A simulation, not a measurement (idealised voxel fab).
This is a process module. Its name is voxel trench capacitor.
Each square cell in cross-section cut measures 5 nm, and the section as a whole is 295 nm wide.
Reading order for cross-sections: top band down to bottom band. Underlying form: a grid of square cells. Band size: one or more rows of cells.
It is stipulated that each band's entry specify, in nanometres, the height of the top of the band and then that of its bottom, followed by the materials of the band in left-to-right sequence, each together with its width in nanometres. A single material marked by the word "throughout" is understood to fill the band from edge to edge; the word "blank" is understood to denote empty space.
Height datum 0, below which the as-received substrate wafer is one material. Lowest band open at the bottom, running downward: "from 0 down".
Think of "30 to 40" as a width that walks from the first number to the second as you go down the band, top row to bottom row, taking equal-sized steps from row to row.
Step note "no alterations made" = no cross-section cell changed.
What "Fully sealed voids" gives you is every empty space of 8 cells or more that is cut off from the top. Each appears as width x height at distance, with the distance taken from the left edge and width, height and distance all in nm.
On a step's line, text after the settings is the simulator commenting on that step.
overlay nm, on a step with a mask: how far to the right of its planned place the mask lay; to the left if negative

Steps planned for the process:
1. RECEIVE [material Si]
2. CONFORMAL_DEP [material SiN] [thk nm 10]
3. DIRECTIONAL_DEP [material aC] [thk nm 10]
4. PATTERN [tone open] [mask id TRENCH] [material resist] [width nm 20] [pitch nm 50] [thk nm 30] [overlay nm 0]
5. DIRECTIONAL_ETCH [etch materials aC] [depth nm 10]
6. STRIP [etch materials resist]
7. DIRECTIONAL_ETCH [etch materials SiN] [depth nm 10]
8. DIRECTIONAL_ETCH [etch materials Si] [depth nm 35]
9. STRIP [etch materials aC]
10. CONFORMAL_DEP [material Al2O3] [thk nm 5]
11. FILL_DEP [material polySi] [thk nm 5]
12. CMP [height nm 10]

The cross-section here shows the wafer as received, i.e. in its state after step 1:
* from 0 down  Si throughout
* Fully sealed voids: none

Cross-section taken at module completion on the first of two wafers; processed per the plan:
* from 10 to 0  60 nm SiN; 5 nm Al2O3; 10 nm polySi; 5 nm Al2O3; 30 nm SiN; 5 nm Al2O3; 10 nm polySi; 5 nm Al2O3; 30 nm SiN; 5 nm Al2O3; 10 nm polySi; 5 nm Al2O3; 30 nm SiN; 5 nm Al2O3; 10 nm polySi; 5 nm Al2O3; 65 nm SiN
* from 0 to -30  60 nm Si; 5 nm Al2O3; 10 nm polySi; 5 nm Al2O3; 30 nm Si; 5 nm Al2O3; 10 nm polySi; 5 nm Al2O3; 30 nm Si; 5 nm Al2O3; 10 nm polySi; 5 nm Al2O3; 30 nm Si; 5 nm Al2O3; 10 nm polySi; 5 nm Al2O3; 65 nm Si
* from -30 to -35  60 nm Si; 20 nm Al2O3; 30 nm Si; 20 nm Al2O3; 30 nm Si; 20 nm Al2O3; 30 nm Si; 20 nm Al2O3; 65 nm Si
* from -35 down  Si throughout
* Fully sealed voids: none

second wafer at the end: like start, like plan, one mistake:
* from 10 to 0  55 nm polySi; 5 nm Al2O3; 20 nm SiN; 5 nm Al2O3; 20 nm polySi; 5 nm Al2O3; 20 nm SiN; 5 nm Al2O3; 20 nm polySi; 5 nm Al2O3; 20 nm SiN; 5 nm Al2O3; 20 nm polySi; 5 nm Al2O3; 20 nm SiN; 5 nm Al2O3; 60 nm polySi
* from 0 to -30  55 nm polySi; 5 nm Al2O3; 20 nm Si; 5 nm Al2O3; 20 nm polySi; 5 nm Al2O3; 20 nm Si; 5 nm Al2O3; 20 nm polySi; 5 nm Al2O3; 20 nm Si; 5 nm Al2O3; 20 nm polySi; 5 nm Al2O3; 20 nm Si; 5 nm Al2O3; 60 nm polySi
* from -30 to -35  60 nm Al2O3; 20 nm Si; 30 nm Al2O3; 20 nm Si; 30 nm Al2O3; 20 nm Si; 30 nm Al2O3; 20 nm Si; 65 nm Al2O3
* from -35 down  Si throughout
* Fully sealed voids: none
Which mistake was made when the wafer was run? step 4 was not run as planned; what actually ran was PATTERN [tone cover] [mask id TRENCH] [material resist] [width nm 20] [pitch nm 50] [thk nm 30] [overlay nm 0]
The second wafer ends with more or fewer cells of some materials than the first, per final count: Al2O3 +27 | Si -189 | SiN -54 | polySi +216
